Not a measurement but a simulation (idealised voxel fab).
Process module name: voxel wiring stack
Shown is cross-section cut, with a width of 190 nm and square cells of size 5 nm.
Heads up, the way a cross-section reads in here is a grid of square cells, handed over as bands from the top down, with every band being one or more rows of cells. Each band's line starts with the height of the band's top and of its bottom, in nm. Then come its materials from left to right, each with its width in nm. One material with "everywhere" fills the band from edge to edge. "empty" is empty space. Convention: height 0 is the level below which the wafer, as received, is all one material. The lowest band does not terminate at the bottom but continues downward, represented as "0 -> down". It should be noted that a width expressed as "30 to 40" varies in equal increments from row to row of cells within the band, taking the value of the first number at the top row and that of the second number at the bottom row. "nothing got changed" after a step means that no cell of the cross-section changed. Reported under the label "Trapped void list" are the empty spaces having no open way to the top and comprising 8 cells or more; the notation for each is width x height at distance, in which the distance is measured from the left edge and all three values are in nm. Text after the settings on a step's line: the simulator's own remark on that step. overlay nm: step with mask; distance mask lay right of planned place; negative value = left of planned place.
**List of planned process steps**
1 RECEIVE, material Si
2 CONFORMAL_DEP, material SiO2, thk nm 10
3 CONFORMAL_DEP, material SiCN, thk nm 5
4 DIRECTIONAL_DEP, material SiO2, thk nm 20
5 DIRECTIONAL_DEP, material aC, thk nm 10
6 PATTERN, tone open, mask id METAL_1, material resist, width nm 20, pitch nm 40, thk nm 30, overlay nm 0
7 DIRECTIONAL_ETCH, etch materials aC, depth nm 10
8 STRIP, etch materials resist
9 DIRECTIONAL_ETCH, etch materials SiO2, depth nm 20
10 DIRECTIONAL_ETCH, etch materials SiCN, depth nm 5
11 STRIP, etch materials aC
12 CONFORMAL_DEP, material TiN, thk nm 5
13 FILL_DEP, material Cu, thk nm 5
14 CMP, height nm 35
15 CONFORMAL_DEP, material SiCN, thk nm 5
16 DIRECTIONAL_DEP, material SiO2, thk nm 30
17 DIRECTIONAL_DEP, material aC, thk nm 10
18 PATTERN, tone open, mask id METAL_2, material resist, width nm 20, pitch nm 40, thk nm 30, overlay nm 0
19 DIRECTIONAL_ETCH, etch materials aC, depth nm 10
20 STRIP, etch materials resist
21 DIRECTIONAL_ETCH, etch materials SiO2, depth nm 15
22 STRIP, etch materials aC
23 PATTERN, tone open, mask id METAL_2_HOLES, material resist, width nm 15, pitch nm 80, thk nm 20, overlay nm 0
24 DIRECTIONAL_ETCH, etch materials SiO2, depth nm 15
25 DIRECTIONAL_ETCH, etch materials SiCN, depth nm 5
26 STRIP, etch materials resist
27 CONFORMAL_DEP, material TiN, thk nm 5
28 FILL_DEP, material Ru, thk nm 10
29 CMP, height nm 70
30 CONFORMAL_DEP, material SiN, thk nm 5
**Cross-section: wafer on arrival = after step 1**
> 0 -> down  Si everywhere
> Trapped void list: none
**Post-module cross-section: identical start and plan to those above, one misstep in execution**
> 75 -> 70  SiN everywhere
> 70 -> 65  TiN 30 | Ru 10 | TiN 30 | Ru 10 | TiN 30 | Ru 10 | TiN 30 | Ru 10 | TiN 30
> 65 -> 55  SiO2 25 | TiN 5 | Ru 10 | TiN 5 | SiO2 20 | TiN 5 | Ru 10 | TiN 5 | SiO2 20 | TiN 5 | Ru 10 | TiN 5 | SiO2 20 | TiN 5 | Ru 10 | TiN 5 | SiO2 25
> 55 -> 50  SiO2 25 | TiN 5 | Ru 5 | TiN 10 | SiO2 20 | TiN 20 | SiO2 20 | TiN 5 | Ru 5 | TiN 10 | SiO2 20 | TiN 20 | SiO2 25
> 50 -> 35  SiO2 25 | TiN 5 | Ru 5 | TiN 5 | SiO2 65 | TiN 5 | Ru 5 | TiN 5 | SiO2 70
> 35 -> 30  SiCN 25 | TiN 15 | SiCN 65 | TiN 15 | SiCN 70
> 30 -> 15  SiO2 25 | TiN 5 | Cu 10 | TiN 5 | SiO2 20 | TiN 5 | Cu 10 | TiN 5 | SiO2 20 | TiN 5 | Cu 10 | TiN 5 | SiO2 20 | TiN 5 | Cu 10 | TiN 5 | SiO2 25
> 15 -> 10  SiCN 25 | TiN 20 | SiCN 20 | TiN 20 | SiCN 20 | TiN 20 | SiCN 20 | TiN 20 | SiCN 25
> 10 -> 0  SiO2 everywhere
> 0 -> down  Si everywhere
> Trapped void list: none
Where did the run depart from the plan? step 14 ran as: CMP, height nm 30
